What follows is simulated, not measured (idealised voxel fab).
process module | voxel self aligned vias
cross-section cut | 245 nm wide | cells 5 nm
A cross-section is a grid of square cells, given in bands from the top down. A band is one or more rows of cells.
Each band's line starts with the height of the band's top and of its bottom, in nm. Then come its materials from left to right, each with its width in nm. One material with "throughout" fills the band from edge to edge. "air" is empty space.
Height 0 is the level under which the wafer as received is all one material. The lowest band goes on downwards, as in "0 down".
A width such as "30 to 40" changes by the same amount from each row of cells to the next, from the band's top row to its bottom row.
"no change" after a step means that no cell of the cross-section changed.
closed voids: empty space of 8 cells or more with no open way to the top, each as width x height at its distance from the left edge, in nm
after a step's settings: what the simulator itself notes on the step
overlay nm, on a step with a mask: how far to the right of its planned place the mask lay; to the left if negative
plan
1 op RECEIVE | material Si
2 op CONFORMAL_DEP | material SiO2 | thk nm 10
3 op CONFORMAL_DEP | material SiCN | thk nm 5
4 op DIRECTIONAL_DEP | material lowk | thk nm 25
5 op PATTERN | tone open | mask id LINES | material resist | width nm 30 | pitch nm 65 | thk nm 15 | overlay nm 0
6 op DIRECTIONAL_ETCH | etch materials lowk | depth nm 25
7 op STRIP | etch materials resist
8 op CONFORMAL_DEP | material TiN | thk nm 5
9 op FILL_DEP | material Ru | thk nm 10
10 op CMP | height nm 40
11 op SELECTIVE_ETCH | etch materials W Ru TiN | depth nm 10
12 op FILL_DEP | material SiN | thk nm 5
13 op CMP | height nm 40
14 op DIRECTIONAL_DEP | material lowk | thk nm 15
15 op MASKED_ETCH | tone open | mask id VIAS | width nm 30 | pitch nm 65 | etch materials lowk | depth nm 15 | overlay nm 0
16 op MASKED_ETCH | tone open | mask id VIAS | width nm 40 | pitch nm 65 | etch materials SiN | depth nm 10 | overlay nm 0
17 op CONFORMAL_DEP | material TiN | thk nm 5
18 op FILL_DEP | material Ru | thk nm 10
19 op CMP | height nm 55
20 op CONFORMAL_DEP | material SiN | thk nm 5
varied across the wafers: width nm of step 15. The plan shows the first wafer's value. All wafers start alike
first wafer as received, after step 1
  0 down: Si throughout
  closed voids: none
first wafer at the end, after step 20
  60 to 55: SiN throughout
  55 to 35: lowk 40 | TiN 5 | Ru 20 | TiN 5 | lowk 35 | TiN 5 | Ru 20 | TiN 5 | lowk 35 | TiN 5 | Ru 20 | TiN 5 | lowk 45
  35 to 30: lowk 40 | TiN 30 | lowk 35 | TiN 30 | lowk 35 | TiN 30 | lowk 45
  30 to 20: lowk 40 | TiN 5 | Ru 20 | TiN 5 | lowk 35 | TiN 5 | Ru 20 | TiN 5 | lowk 35 | TiN 5 | Ru 20 | TiN 5 | lowk 45
  20 to 15: lowk 40 | TiN 30 | lowk 35 | TiN 30 | lowk 35 | TiN 30 | lowk 45
  15 to 10: SiCN throughout
  10 to 0: SiO2 throughout
  0 down: Si throughout
  closed voids: none
last wafer at the end
  60 to 55: SiN throughout
  55 to 45: lowk 30 | TiN 5 | Ru 40 | TiN 5 | lowk 15 | TiN 5 | Ru 40 | TiN 5 | lowk 15 | TiN 5 | Ru 40 | TiN 5 | lowk 35
  45 to 35: lowk 30 to 40 | TiN 15 to 5 | Ru 20 | TiN 15 to 5 | lowk 15 to 35 | TiN 15 to 5 | Ru 20 | TiN 15 to 5 | lowk 15 to 35 | TiN 15 to 5 | Ru 20 | TiN 15 to 5 | lowk 35 to 45
  35 to 30: lowk 40 | TiN 30 | lowk 35 | TiN 30 | lowk 35 | TiN 30 | lowk 45
  30 to 20: lowk 40 | TiN 5 | Ru 20 | TiN 5 | lowk 35 | TiN 5 | Ru 20 | TiN 5 | lowk 35 | TiN 5 | Ru 20 | TiN 5 | lowk 45
  20 to 15: lowk 40 | TiN 30 | lowk 35 | TiN 30 | lowk 35 | TiN 30 | lowk 45
  15 to 10: SiCN throughout
  10 to 0: SiO2 throughout
  0 down: Si throughout
  closed voids: none
each wafer at the end: cells of each material gained (+) or lost (-) since it was received, then its closed voids
width nm 30 | +72 Ru | +49 SiCN | +49 SiN | +98 SiO2 | +72 TiN | +248 lowk | closed voids: none
width nm 35 | +78 Ru | +49 SiCN | +49 SiN | +98 SiO2 | +75 TiN | +239 lowk | closed voids: none
width nm 40 | +84 Ru | +49 SiCN | +49 SiN | +98 SiO2 | +78 TiN | +230 lowk | closed voids: none
width nm 45 | +90 Ru | +49 SiCN | +49 SiN | +98 SiO2 | +81 TiN | +221 lowk | closed voids: none
width nm 50 | +96 Ru | +49 SiCN | +49 SiN | +98 SiO2 | +84 TiN | +212 lowk | closed voids: none
